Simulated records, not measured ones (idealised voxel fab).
process module | voxel capacitor over wiring
cross-section cut | 245 nm wide | cells 5 nm
A cross-section is a grid of square cells, given in bands from the top down. A band is one or more rows of cells.
Each band's line starts with the height of the band's top and of its bottom, in nm. Then come its materials from left to right, each with its width in nm. One material with "throughout" fills the band from edge to edge. "air" is empty space.
Height 0 is the level under which the wafer as received is all one material. The lowest band goes on downwards, as in "0 down".
A width such as "30 to 40" changes by the same amount from each row of cells to the next, from the band's top row to its bottom row.
"no change" after a step means that no cell of the cross-section changed.
closed voids: empty space of 8 cells or more with no open way to the top, each as width x height at its distance from the left edge, in nm
after a step's settings: what the simulator itself notes on the step
overlay nm, on a step with a mask: how far to the right of its planned place the mask lay; to the left if negative
plan
1 op RECEIVE | material Si
2 op CONFORMAL_DEP | material SiO2 | thk nm 15
3 op DIRECTIONAL_DEP | material TiN | thk nm 5
4 op DIRECTIONAL_DEP | material W | thk nm 20
5 op DIRECTIONAL_DEP | material aC | thk nm 15
6 op PATTERN | tone cover | mask id METAL_1 | material resist | width nm 30 | pitch nm 90 | thk nm 35 | overlay nm 0
7 op DIRECTIONAL_ETCH | etch materials aC | depth nm 15
8 op STRIP | etch materials resist
9 op DIRECTIONAL_ETCH | etch materials W | depth nm 20
10 op DIRECTIONAL_ETCH | etch materials TiN | depth nm 5
11 op STRIP | etch materials aC
12 op FILL_DEP | material lowk | thk nm 5
13 op CMP | height nm 40
14 op CONFORMAL_DEP | material SiCN | thk nm 5
15 op DIRECTIONAL_DEP | material lowk | thk nm 10
16 op DIRECTIONAL_DEP | material aC | thk nm 10
17 op PATTERN | tone open | mask id PLUG_1 | material resist | width nm 15 | thk nm 25 | overlay nm 0
18 op DIRECTIONAL_ETCH | etch materials aC | depth nm 10
19 op STRIP | etch materials resist
20 op DIRECTIONAL_ETCH | etch materials lowk | depth nm 10
21 op DIRECTIONAL_ETCH | etch materials SiCN | depth nm 5
22 op STRIP | etch materials aC
23 op EPI | material Ru | thk nm 10
24 op EPI | material Ru | thk nm 5
25 op DIRECTIONAL_DEP | material TiN | thk nm 5
26 op DIRECTIONAL_DEP | material Al2O3 | thk nm 5
27 op DIRECTIONAL_DEP | material TiN | thk nm 5
28 op PATTERN | tone cover | mask id UPPER_PLATE | material resist | width nm 65 | thk nm 15 | overlay nm 0
29 op DIRECTIONAL_ETCH | etch materials TiN | depth nm 5
30 op DIRECTIONAL_ETCH | etch materials Al2O3 | depth nm 5
31 op STRIP | etch materials resist
32 op DIRECTIONAL_DEP | material aC | thk nm 10
33 op PATTERN | tone cover | mask id LOWER_PLATE | material resist | width nm 75 | thk nm 30 | overlay nm 0
34 op DIRECTIONAL_ETCH | etch materials aC | depth nm 10
35 op STRIP | etch materials resist
36 op DIRECTIONAL_ETCH | etch materials TiN | depth nm 5
37 op STRIP | etch materials aC
38 op FILL_DEP | material SiO2 | thk nm 15
39 op CMP | height nm 80
40 op PATTERN | tone open | mask id PLUG_2 | material resist | width nm 15 | thk nm 15 | overlay nm 0
41 op DIRECTIONAL_ETCH | etch materials SiO2 | depth nm 10
42 op STRIP | etch materials resist
43 op CONFORMAL_DEP | material TiN | thk nm 5
44 op FILL_DEP | material Cu | thk nm 10
45 op CMP | height nm 80
46 op CONFORMAL_DEP | material SiN | thk nm 5
first wafer, as planned
as received, after step 1
  0 down: Si throughout
  closed voids: none
after step 2
  15 to 0: SiO2 throughout
  below 0: unchanged
after step 3
  20 to 15: TiN throughout
  below 15: unchanged
after step 4
  40 to 20: W throughout
  below 20: unchanged
after step 5
  55 to 40: aC throughout
  below 40: unchanged
after step 6
  90 to 55: air 60 | resist 30 | air 60 | resist 30 | air 65
  below 55: unchanged
after step 7
  75 to 55: air 60 | resist 30 | air 60 | resist 30 | air 65
  55 to 40: air 60 | aC 30 | air 60 | aC 30 | air 65
  below 40: unchanged
after step 8
  55 to 40: air 60 | aC 30 | air 60 | aC 30 | air 65
  below 40: unchanged
after step 9
  55 to 40: air 60 | aC 30 | air 60 | aC 30 | air 65
  40 to 20: air 60 | W 30 | air 60 | W 30 | air 65
  below 20: unchanged
after step 10
  55 to 40: air 60 | aC 30 | air 60 | aC 30 | air 65
  40 to 20: air 60 | W 30 | air 60 | W 30 | air 65
  20 to 15: air 60 | TiN 30 | air 60 | TiN 30 | air 65
  below 15: unchanged
after step 11
  40 to 20: air 60 | W 30 | air 60 | W 30 | air 65
  below 20: unchanged
after step 12
  45 to 40: lowk throughout
  40 to 20: lowk 60 | W 30 | lowk 60 | W 30 | lowk 65
  20 to 15: lowk 60 | TiN 30 | lowk 60 | TiN 30 | lowk 65
  below 15: unchanged
after step 13
  40 to 20: lowk 60 | W 30 | lowk 60 | W 30 | lowk 65
  below 20: unchanged
after step 14
  45 to 40: SiCN throughout
  below 40: unchanged
after step 15
  55 to 45: lowk throughout
  below 45: unchanged
after step 16
  65 to 55: aC throughout
  below 55: unchanged
after step 17
  90 to 65: resist 75 | air 15 | resist 155
  below 65: unchanged
after step 18
  80 to 65: resist 75 | air 15 | resist 155
  65 to 55: aC 75 | air 15 | aC 155
  below 55: unchanged
after step 19
  65 to 55: aC 75 | air 15 | aC 155
  below 55: unchanged
after step 20
  65 to 55: aC 75 | air 15 | aC 155
  55 to 45: lowk 75 | air 15 | lowk 155
  below 45: unchanged
after step 21
  65 to 55: aC 75 | air 15 | aC 155
  55 to 45: lowk 75 | air 15 | lowk 155
  45 to 40: SiCN 75 | air 15 | SiCN 155
  below 40: unchanged
after step 22
  55 to 45: lowk 75 | air 15 | lowk 155
  below 45: unchanged
after step 23
  55 to 50: lowk 75 | air 15 | lowk 155
  50 to 45: lowk 75 | Ru 15 | lowk 155
  45 to 40: SiCN 75 | Ru 15 | SiCN 155
  below 40: unchanged
after step 24
  55 to 45: lowk 75 | Ru 15 | lowk 155
  below 45: unchanged
after step 25
  60 to 55: TiN throughout
  below 55: unchanged
after step 26
  65 to 60: Al2O3 throughout
  below 60: unchanged
after step 27
  70 to 65: TiN throughout
  below 65: unchanged
after step 28
  85 to 70: air 75 | resist 65 | air 105
  below 70: unchanged
after step 29
  85 to 70: air 75 | resist 65 | air 105
  70 to 65: air 75 | TiN 65 | air 105
  below 65: unchanged
after step 30
  85 to 70: air 75 | resist 65 | air 105
  70 to 65: air 75 | TiN 65 | air 105
  65 to 60: air 75 | Al2O3 65 | air 105
  below 60: unchanged
after step 31
  70 to 65: air 75 | TiN 65 | air 105
  below 65: unchanged
after step 32
  80 to 70: air 75 | aC 65 | air 105
  70 to 65: aC 75 | TiN 65 | aC 105
  65 to 60: aC 75 | Al2O3 65 | aC 105
  below 60: unchanged
after step 33
  110 to 80: air 70 | resist 75 | air 100
  80 to 70: air 70 | resist 5 | aC 65 | resist 5 | air 100
  below 70: unchanged
after step 34
  100 to 80: air 70 | resist 75 | air 100
  80 to 70: air 70 | resist 5 | aC 65 | resist 5 | air 100
  70 to 65: air 70 | aC 5 | TiN 65 | aC 5 | air 100
  65 to 60: air 70 | aC 5 | Al2O3 65 | aC 5 | air 100
  below 60: unchanged
after step 35
  80 to 70: air 75 | aC 65 | air 105
  below 70: unchanged
after step 36
  80 to 70: air 75 | aC 65 | air 105
  70 to 65: air 70 | aC 5 | TiN 65 | aC 5 | air 100
  65 to 60: air 70 | aC 5 | Al2O3 65 | aC 5 | air 100
  60 to 55: air 70 | TiN 75 | air 100
  below 55: unchanged
after step 37
  70 to 65: air 75 | TiN 65 | air 105
  65 to 60: air 75 | Al2O3 65 | air 105
  below 60: unchanged
after step 38
  85 to 70: SiO2 throughout
  70 to 65: SiO2 75 | TiN 65 | SiO2 105
  65 to 60: SiO2 75 | Al2O3 65 | SiO2 105
  60 to 55: SiO2 70 | TiN 75 | SiO2 100
  below 55: unchanged
after step 39
  80 to 70: SiO2 throughout
  below 70: unchanged
after step 40
  95 to 80: resist 85 | air 15 | resist 145
  below 80: unchanged
after step 41
  95 to 80: resist 85 | air 15 | resist 145
  80 to 70: SiO2 85 | air 15 | SiO2 145
  below 70: unchanged
after step 42
  80 to 70: SiO2 85 | air 15 | SiO2 145
  below 70: unchanged
after step 43
  85 to 80: TiN 90 | air 5 | TiN 150
  80 to 75: SiO2 85 | TiN 5 | air 5 | TiN 5 | SiO2 145
  75 to 65: SiO2 85 to 75 | TiN 15 to 65 | SiO2 145 to 105
  below 65: unchanged
after step 44
  95 to 85: Cu throughout
  85 to 80: TiN 90 | Cu 5 | TiN 150
  80 to 75: SiO2 85 | TiN 5 | Cu 5 | TiN 5 | SiO2 145
  below 75: unchanged
after step 45
  80 to 75: SiO2 85 | TiN 5 | Cu 5 | TiN 5 | SiO2 145
  below 75: unchanged
after step 46
  85 to 80: SiN throughout
  below 80: unchanged
second wafer: like start, like plan, one mistake. Through step 32 it matches the first wafer
when step 33 should have ended
  110 to 80: resist 70 | air 75 | resist 100
  80 to 70: resist 70 | air 5 | aC 65 | air 5 | resist 100
  below 70: unchanged
when step 34 should have ended
  100 to 70: resist 70 | air 75 | resist 100
  70 to 65: aC 70 | air 5 | TiN 65 | air 5 | aC 100
  65 to 60: aC 70 | air 5 | Al2O3 65 | air 5 | aC 100
  below 60: unchanged
when step 35 should have ended
  70 to 65: aC 70 | air 5 | TiN 65 | air 5 | aC 100
  below 65: unchanged
when step 36 should have ended
  70 to 65: aC 70 | air 75 | aC 100
  65 to 60: aC 70 | air 5 | Al2O3 65 | air 5 | aC 100
  60 to 55: TiN 70 | air 5 | TiN 65 | air 5 | TiN 100
  below 55: unchanged
when step 37 should have ended
  65 to 60: air 75 | Al2O3 65 | air 105
  below 60: unchanged
when step 38 should have ended
  80 to 65: SiO2 throughout
  65 to 60: SiO2 75 | Al2O3 65 | SiO2 105
  60 to 55: TiN 70 | SiO2 5 | TiN 65 | SiO2 5 | TiN 100
  below 55: unchanged
when step 39 should have ended: no change
when step 40 should have ended
  95 to 80: resist 85 | air 15 | resist 145
  below 80: unchanged
when step 41 should have ended
  95 to 80: resist 85 | air 15 | resist 145
  80 to 70: SiO2 85 | air 15 | SiO2 145
  below 70: unchanged
when step 42 should have ended
  80 to 70: SiO2 85 | air 15 | SiO2 145
  below 70: unchanged
when step 43 should have ended
  85 to 80: TiN 90 | air 5 | TiN 150
  80 to 75: SiO2 85 | TiN 5 | air 5 | TiN 5 | SiO2 145
  75 to 70: SiO2 85 | TiN 15 | SiO2 145
  below 70: unchanged
when step 44 should have ended
  95 to 85: Cu throughout
  85 to 80: TiN 90 | Cu 5 | TiN 150
  80 to 75: SiO2 85 | TiN 5 | Cu 5 | TiN 5 | SiO2 145
  below 75: unchanged
when step 45 should have ended
  80 to 75: SiO2 85 | TiN 5 | Cu 5 | TiN 5 | SiO2 145
  below 75: unchanged
when step 46 should have ended
  85 to 80: SiN throughout
  below 80: unchanged
what went wrong: step 33 ran as: op PATTERN | tone open | mask id LOWER_PLATE | material resist | width nm 75 | thk nm 30 | overlay nm 0
at the end the second wafer has, in cells: 19 fewer of SiO2 | 19 more of TiN
